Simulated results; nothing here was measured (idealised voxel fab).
process module | voxel self aligned contacts
Xsec cut, 230 nm wide, square cell size 5 nm.
A cross-section in this document is a grid of square cells, and it is written down as bands, the top band listed before the ones below it; a band is made up of one or more rows of cells. Each band's line starts with the height of the band's top and of its bottom, in nm. Then come its materials from left to right, each with its width in nm. One material with "everywhere" fills the band from edge to edge. "empty" is empty space. A quick word on heights: they are counted from 0, and under that level the wafer as it came to us is one material throughout. The lowest band is different from the rest in having no bottom; it simply continues downward, written as in "0 and below". Per-row width for "30..40": begins at first number (top row of band), ends at second number (bottom row), increment between rows held constant. Where the words "changes: none" appear for a step, the cross-section shows no cell changed by that step; every cell remained as before. What "Voids, enclosed" gives you is every empty space of 8 cells or more that is cut off from the top. Each appears as width x height at distance, with the distance taken from the left edge and width, height and distance all in nm. Step line, after settings: the simulator's comment on this step. The line of a step may include "overlay nm". On a step with a mask, this value is how far to the right of its planned place the mask lay. A negative value means the mask lay to the left.
LIST OF PLANNED PROCESS STEPS
step 1: RECEIVE [material Si]
step 2: OXIDIZE [depth nm 5]
step 3: DIRECTIONAL_DEP [material polySi] [thk nm 30]
step 4: DIRECTIONAL_DEP [material SiN] [thk nm 20]
step 5: PATTERN [tone cover] [mask id GATE] [material resist] [width nm 25] [pitch nm 70] [thk nm 20] [overlay nm 0]
step 6: DIRECTIONAL_ETCH [etch materials SiN] [depth nm 20]
step 7: DIRECTIONAL_ETCH [etch materials polySi] [depth nm 30]
step 8: STRIP [etch materials resist]
step 9: CONFORMAL_DEP [material SiN] [thk nm 5]
step 10: DIRECTIONAL_ETCH [etch materials SiN] [depth nm 5]
step 11: FILL_DEP [material SiO2] [thk nm 20]
step 12: CMP [height nm 60]
step 13: MASKED_ETCH [tone open] [mask id CONTACT] [width nm 55] [etch materials SiO2] [depth nm 65] [overlay nm 0]
step 14: CONFORMAL_DEP [material TiN] [thk nm 5]
step 15: FILL_DEP [material W] [thk nm 5]
step 16: CMP [height nm 60]
step 17: CONFORMAL_DEP [material SiN] [thk nm 5]
What sets these wafers apart? The width nm at step 5. They all start alike, and the plan carries the first wafer's value.
SECTIONAL VIEW: FIRST OF SEVERAL WAFERS, AS RECEIVED, AFTER STEP 1
    0 and below = Si everywhere
    Voids, enclosed: none
END-OF-MODULE CROSS-SECTION, FIRST OF SEVERAL WAFERS, AFTER LAST STEP 17
    65 down to 60 = SiN everywhere
    60 down to 50 = SiO2: 85 | TiN: 5..15 | W: 45..25 | TiN: 5..15 | SiO2: 90
    50 down to 30 = SiO2: 60 | SiN: 35 | TiN: 5 | W: 25 | TiN: 5 | SiN: 35 | SiO2: 65
    30 down to 0 = SiO2: 60 | SiN: 5 | polySi: 25 | SiN: 5 | TiN: 5 | W: 25 | TiN: 5 | SiN: 5 | polySi: 25 | SiN: 5 | SiO2: 65
    0 down to -5 = SiO2: 95 | TiN: 35 | SiO2: 100
    -5 and below = Si everywhere
    Voids, enclosed: none
CROSS-SECTIONAL VIEW OF THE FINAL WAFER OF SEVERAL AT THE MODULE'S END
    65 down to 60 = SiN everywhere
    60 down to 55 = SiO2: 85 | TiN: 5 | W: 45 | TiN: 5 | SiO2: 90
    55 down to 50 = SiO2: 85 | TiN: 55 | SiO2: 90
    50 down to 30 = SiO2: 50 | SiN: 60 | TiN: 10 | SiN: 60 | SiO2: 50
    30 down to 0 = SiO2: 50 | SiN: 5 | polySi: 50 | SiN: 5 | TiN: 10 | SiN: 5 | polySi: 50 | SiN: 5 | SiO2: 50
    0 down to -5 = SiO2: 110 | TiN: 10 | SiO2: 110
    -5 and below = Si everywhere
    Voids, enclosed: none
SO IN THIS TABLE EVERY WAFER GETS ITS OWN ROW, AND WHAT YOU SEE IS WHERE IT STANDS AT THE END OF THE MODULE: FOR EACH MATERIAL, HOW MANY CELLS IT PICKED UP (+) OR GAVE UP (-) SINCE WE RECEIVED IT, AND AFTER THAT ITS CLOSED VOIDS
width nm 25, -46 Si, +126 SiN, +359 SiO2, +35 TiN, +64 W, +60 polySi, Voids, enclosed: none
width nm 30, -46 Si, +134 SiN, +350 SiO2, +35 TiN, +53 W, +72 polySi, Voids, enclosed: none
width nm 35, -46 Si, +142 SiN, +341 SiO2, +35 TiN, +42 W, +84 polySi, Voids, enclosed: none
width nm 40, -46 Si, +150 SiN, +332 SiO2, +35 TiN, +31 W, +96 polySi, Voids, enclosed: none
width nm 45, -46 Si, +158 SiN, +323 SiO2, +35 TiN, +20 W, +108 polySi, Voids, enclosed: none
width nm 50, -46 Si, +166 SiN, +314 SiO2, +35 TiN, +9 W, +120 polySi, Voids, enclosed: none
